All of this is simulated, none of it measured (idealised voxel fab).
Process module in this document: voxel tone inversion
Square cells of 5 nm make up the cross-section cut, whose width is 170 nm.
Notation: cross-section as square-cell grid; stated in bands, top first, going down; one or more cell rows per band.
Heads up on the band format: heights come first, top then bottom, in nm. After that it's the materials left to right, each with its width in nm. A single material flagged "everywhere" fills the whole band edge to edge, and "empty" means there's empty space there.
Basically, 0 is our baseline, since under it the wafer straight out of the box is all one material. The bottom band has no lower end and keeps on going down, so it looks like "0 -> down".
A width such as "30 to 40" changes by the same amount from each row of cells to the next, from the band's top row to its bottom row.
Take "remains unaltered" at face value: in the step it is given for, the cross-section changed in none of its cells.
The entry "Completely enclosed voids" lists the empty spaces that cover at least 8 cells and have no open path to the top. Each is written as width x height at distance, where the distance is measured from the left edge and all three values are in nm.
Step line, after settings: the simulator's comment on this step.
Steps that use a mask can have "overlay nm" on their line. It says how far the mask sat to the right of where it was meant to be. Negative means to the left.

## Steps in the process plan
- 1: RECEIVE with material Si
- 2: CONFORMAL_DEP with material SiN, thk nm 5
- 3: DIRECTIONAL_DEP with material aC, thk nm 25
- 4: PATTERN with tone cover, mask id POSTS, material resist, width nm 15, pitch nm 40, thk nm 35, overlay nm 0
- 5: DIRECTIONAL_ETCH with etch materials aC, depth nm 25
- 6: STRIP with etch materials resist
- 7: FILL_DEP with material SiO2, thk nm 5
- 8: CMP with height nm 30
- 9: STRIP with etch materials aC

## Cross-section of the wafer as it came to us, i.e., already through step 1
- 0 -> down | Si everywhere
- Completely enclosed voids: none

## Same starting wafer, same plan as above, one mistake in the execution; this is the cross-section at the end of the module
- 30 -> 25 | SiO2 everywhere
- 25 -> 5 | 15 SiO2, then 15 aC, then 25 SiO2, then 15 aC, then 25 SiO2, then 15 aC, then 25 SiO2, then 15 aC, then 20 SiO2
- 5 -> 0 | SiN everywhere
- 0 -> down | Si everywhere
- Completely enclosed voids: none
The plan and the run diverged here: step 3 did not happen as planned, as run it was DIRECTIONAL_DEP with material aC, thk nm 20
